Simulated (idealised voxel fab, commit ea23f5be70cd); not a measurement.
Name of the process module below: voxel self aligned contacts
Cross-section cut spans 180 nm and uses square cells 5 nm in size.
This document writes a cross-section as a grid whose cells are square, and gives it as bands, listed from the top down; one or more rows of cells form a band. Top, bottom (nm), then materials left to right with widths (nm); lone material tagged "edge to edge" fills the whole band edge to edge; "empty" = empty space. Where do heights start? At 0: under that level the wafer as delivered is made of one material only. And the lowest band has no floor; it just carries on downward, as in "0..down". Graded width ("30..40"): value in top row of band = first number; value in bottom row = second number; row-to-row change constant. A step reported as "changes: none" is a step in which no cell of the cross-section changed. The label "Sealed internal voids" introduces a list of the empty spaces, 8 cells or larger, that have no open way up to the top; each entry in it reads width x height at distance, where the distance is taken from the left edge and all three are stated in nm. Whatever follows a step's settings on its line is a remark the simulator itself makes about that step. "overlay nm" denotes, for a step that has a mask, the displacement of the mask to the right of its planned place, with negative values corresponding to the left.
### Planned step list for the process
1. RECEIVE: material Si
2. OXIDIZE: depth nm 5
3. DIRECTIONAL_DEP: material polySi, thk nm 30
4. DIRECTIONAL_DEP: material SiN, thk nm 20
5. MASKED_ETCH: tone cover, mask id GATE, width nm 25, pitch nm 55, etch materials SiN, depth nm 20, overlay nm 0
6. MASKED_ETCH: tone cover, mask id GATE, width nm 25, pitch nm 55, etch materials polySi, depth nm 30, overlay nm 0
7. CONFORMAL_DEP: material SiN, thk nm 5
8. DIRECTIONAL_ETCH: etch materials SiN, depth nm 5
9. FILL_DEP: material SiO2, thk nm 20
10. CMP: height nm 60
11. MASKED_ETCH: tone open, mask id CONTACT, width nm 40, pitch nm 55, etch materials SiO2, depth nm 65, overlay nm 0
12. CONFORMAL_DEP: material TiN, thk nm 5
13. FILL_DEP: material Ru, thk nm 5
14. CMP: height nm 60
15. CONFORMAL_DEP: material SiCN, thk nm 5
### So this is the incoming wafer in cross-section - it's already been through step 1
- 0..down  Si edge to edge
- Sealed internal voids: none
### Cross-section, first of two wafers, end of module, run as planned
- 65..60  SiCN edge to edge
- 60..50  40 SiO2, then 5..15 TiN, then 30..10 Ru, then 5..15 TiN, then 15 SiO2, then 5..15 TiN, then 30..10 Ru, then 5..15 TiN, then 45 SiO2
- 50..30  15 SiO2, then 35 SiN, then 5 TiN, then 10 Ru, then 5 TiN, then 35 SiN, then 5 TiN, then 10 Ru, then 5 TiN, then 35 SiN, then 20 SiO2
- 30..0  15 SiO2, then 5 SiN, then 25 polySi, then 5 SiN, then 5 TiN, then 10 Ru, then 5 TiN, then 5 SiN, then 25 polySi, then 5 SiN, then 5 TiN, then 10 Ru, then 5 TiN, then 5 SiN, then 25 polySi, then 5 SiN, then 20 SiO2
- 0..-5  50 SiO2, then 20 TiN, then 35 SiO2, then 20 TiN, then 55 SiO2
- -5..down  Si edge to edge
- Sealed internal voids: none
### What the second wafer looks like in cross-section once the module is done. Its start and its plan matched the first wafer's exactly; what differed was one mistake in how it was run
- 65..60  SiCN edge to edge
- 60..35  15 SiO2, then 5 SiN, then 25 polySi, then 5 SiN, then 5 TiN, then 10 Ru, then 5 TiN, then 5 SiN, then 25 polySi, then 5 SiN, then 5 TiN, then 10 Ru, then 5 TiN, then 5 SiN, then 25 polySi, then 5 SiN, then 20 SiO2
- 35..30  15 SiO2, then 5 SiN, then 25 polySi, then 5 SiN, then 20 TiN, then 5 SiN, then 25 polySi, then 5 SiN, then 20 TiN, then 5 SiN, then 25 polySi, then 5 SiN, then 20 SiO2
- 30..0  polySi edge to edge
- 0..-5  SiO2 edge to edge
- -5..down  Si edge to edge
- Sealed internal voids: none
Deviation noted in wafer processing: step 3 of the plan was carried out twice
Once processing is complete, comparing cell counts shows that the second wafer has more or fewer of certain materials than the first: Ru -36, SiN -84, SiO2 -60, TiN -36, polySi +216
